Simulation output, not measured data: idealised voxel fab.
voxel transistor to metal: a process module
The cross-section on display is named cut; it measures 260 nm wide, and its cells are 5 nm squares.
A cross-section is written here as square cells arranged in a grid, and it is given in bands from the top down, each band taking up one or more rows of cells.
Heads up on the band format: heights come first, top then bottom, in nm. After that it's the materials left to right, each with its width in nm. A single material flagged "throughout" fills the whole band edge to edge, and "air" means there's empty space there.
Heights are expressed relative to 0, this being the level below which the as-received wafer comprises one material exclusively. The lowest band is unbounded in the downward direction and is denoted as in "from 0 down".
It should be noted that a width expressed as "30->40" varies in equal increments from row to row of cells within the band, taking the value of the first number at the top row and that of the second number at the bottom row.
The designation "nothing altered", where it is given for a processing step, indicates that no cell of the cross-section was altered in the course of that step.
Heads up: "Enclosed internal cavities" only lists the empty pockets with no open path to the top that are 8 cells or more, and it writes them as width x height at distance, distance from the left edge, in nm.
It should be noted that, on the line of a given step, the content following the step's settings is a remark produced by the simulator itself with respect to that step.
Among the settings permitted on a step's line is "overlay nm"; applied to a step with a mask, it specifies the extent to which the mask lay to the right of its planned position, whereas a negative figure signifies a position to the left.
**Steps planned for the process**
1: RECEIVE, material Si
2: OXIDIZE, depth nm 5
3: CONFORMAL_DEP, material SiN, thk nm 10
4: PATTERN, tone cover, mask id ACTIVE, material resist, width nm 105, pitch nm 125, thk nm 15, overlay nm 0
5: DIRECTIONAL_ETCH, etch materials SiN, depth nm 10
6: DIRECTIONAL_ETCH, etch materials SiO2, depth nm 5
7: DIRECTIONAL_ETCH, etch materials Si, depth nm 30
8: STRIP, etch materials resist
9: OXIDIZE, depth nm 5
10: FILL_DEP, material SiO2, thk nm 15
11: CMP, height nm 10
12: SELECTIVE_ETCH, etch materials SiO2, depth nm 5
13: STRIP, etch materials SiN
14: SELECTIVE_ETCH, etch materials SiO2, depth nm 5
15: OXIDIZE, depth nm 5
16: DIRECTIONAL_DEP, material polySi, thk nm 30
17: DIRECTIONAL_DEP, material SiCN, thk nm 10
18: MASKED_ETCH, tone cover, mask id GATE, width nm 15, pitch nm 125, etch materials SiCN, depth nm 20, overlay nm 0
19: MASKED_ETCH, tone cover, mask id GATE, width nm 15, pitch nm 125, etch materials polySi, depth nm 40, overlay nm 0
20: CONFORMAL_DEP, material SiO2, thk nm 5
21: DIRECTIONAL_ETCH, etch materials SiO2, depth nm 5
22: CONFORMAL_DEP, material SiN, thk nm 10
23: DIRECTIONAL_ETCH, etch materials SiN, depth nm 10
24: DIRECTIONAL_ETCH, etch materials SiO2, depth nm 5
25: EPI, material SiGe, thk nm 5
26: FILL_DEP, material SiO2, thk nm 10
27: CMP, height nm 35
28: DIRECTIONAL_DEP, material SiO2, thk nm 15
29: PATTERN, tone open, mask id CONTACT, material resist, width nm 20, thk nm 15, overlay nm 0
30: DIRECTIONAL_ETCH, etch materials SiO2, depth nm 55
31: STRIP, etch materials resist
32: CONFORMAL_DEP, material TiN, thk nm 5
33: FILL_DEP, material Ru, thk nm 5
34: CMP, height nm 50
35: CONFORMAL_DEP, material SiCN, thk nm 5
36: DIRECTIONAL_DEP, material lowk, thk nm 15
37: MASKED_ETCH, tone open, mask id METAL_1, width nm 20, etch materials lowk, depth nm 15, overlay nm 0
38: MASKED_ETCH, tone open, mask id METAL_1, width nm 20, etch materials SiCN, depth nm 5, overlay nm 0
39: CONFORMAL_DEP, material TiN, thk nm 5
40: FILL_DEP, material W, thk nm 10
41: CMP, height nm 70
42: CONFORMAL_DEP, material SiCN, thk nm 5
43: DIRECTIONAL_DEP, material SiO2, thk nm 35
44: DIRECTIONAL_DEP, material aC, thk nm 10
45: PATTERN, tone open, mask id METAL_2_HOLES, material resist, width nm 15, pitch nm 125, thk nm 30, overlay nm 0
46: DIRECTIONAL_ETCH, etch materials aC, depth nm 10
47: STRIP, etch materials resist
48: DIRECTIONAL_ETCH, etch materials SiO2, depth nm 35
49: STRIP, etch materials aC
50: PATTERN, tone open, mask id METAL_2, material resist, width nm 20, pitch nm 125, thk nm 20, overlay nm 0
51: DIRECTIONAL_ETCH, etch materials SiO2, depth nm 20
52: DIRECTIONAL_ETCH, etch materials SiCN, depth nm 5
53: STRIP, etch materials resist
54: CONFORMAL_DEP, material TiN, thk nm 5
55: FILL_DEP, material Cu, thk nm 5
56: CMP, height nm 110
57: CONFORMAL_DEP, material SiN, thk nm 5
**Delivered wafer in cross-section: state after step 1**
from 0 down | Si throughout
Enclosed internal cavities: none
**Final cross-section, module run with one mistake (start and plan as above)**
from 115 to 110 | SiN throughout
from 110 to 95 | SiO2 (25)  TiN (5)  Cu (10)  TiN (5)  SiO2 (105)  TiN (5)  Cu (10)  TiN (5)  SiO2 (90)
from 95 to 90 | SiO2 (25)  TiN (5)  Cu (5)  TiN (10)  SiO2 (105)  TiN (5)  Cu (5)  TiN (10)  SiO2 (90)
from 90 to 75 | SiO2 (25)  TiN (5)  Cu (5)  TiN (5)  SiO2 (110)  TiN (5)  Cu (5)  TiN (5)  SiO2 (95)
from 75 to 70 | SiCN (25)  TiN (15)  SiCN (110)  TiN (15)  SiCN (95)
from 70 to 55 | lowk (25)  TiN (5)  polySi (10)  TiN (5)  lowk (45)  TiN (5)  polySi (10)  TiN (5)  lowk (40)  TiN (5)  polySi (10)  TiN (5)  lowk (45)  TiN (5)  polySi (10)  TiN (5)  lowk (25)
from 55 to 50 | SiCN (25)  TiN (20)  SiCN (45)  TiN (20)  SiCN (40)  TiN (20)  SiCN (45)  TiN (20)  SiCN (25)
from 50 to 35 | SiO2 (25)  TiN (5)  Ru (10)  TiN (5)  SiO2 (45)  TiN (5)  Ru (10)  TiN (5)  SiO2 (40)  TiN (5)  Ru (10)  TiN (5)  SiO2 (45)  TiN (5)  Ru (10)  TiN (5)  SiO2 (25)
from 35 to 25 | SiO2 (25)  TiN (5)  Ru (10)  TiN (5)  SiN (10)  SiO2 (5)  SiCN (15)  SiO2 (5)  SiN (10)  TiN (5)  Ru (10)  TiN (5)  SiO2 (40)  TiN (5)  Ru (10)  TiN (5)  SiN (10)  SiO2 (5)  SiCN (15)  SiO2 (5)  SiN (10)  TiN (5)  Ru (10)  TiN (5)  SiO2 (25)
from 25 to 0 | SiO2 (25)  TiN (5)  Ru (10)  TiN (5)  SiN (10)  SiO2 (5)  polySi (15)  SiO2 (5)  SiN (10)  TiN (5)  Ru (10)  TiN (5)  SiO2 (40)  TiN (5)  Ru (10)  TiN (5)  SiN (10)  SiO2 (5)  polySi (15)  SiO2 (5)  SiN (10)  TiN (5)  Ru (10)  TiN (5)  SiO2 (25)
from 0 to -5 | SiO2 (15)  SiN (10)  TiN (20)  SiN (10)  SiO2 (5)  polySi (15)  SiO2 (5)  SiN (10)  TiN (20)  SiN (10)  SiO2 (20)  SiN (10)  TiN (20)  SiN (10)  SiO2 (5)  polySi (15)  SiO2 (5)  SiN (10)  TiN (20)  SiN (10)  SiO2 (15)
from -5 to -10 | SiO2 (25)  SiGe (20)  SiO2 (45)  SiGe (20)  SiO2 (40)  SiGe (20)  SiO2 (45)  SiGe (20)  SiO2 (25)
from -10 to -40 | SiO2 (20)  Si (95)  SiO2 (30)  Si (95)  SiO2 (20)
from -40 down | Si throughout
Enclosed internal cavities: none
Finding, execution versus plan: step 40 went in with a setting other than planned; the actual run was FILL_DEP, material polySi, thk nm 10
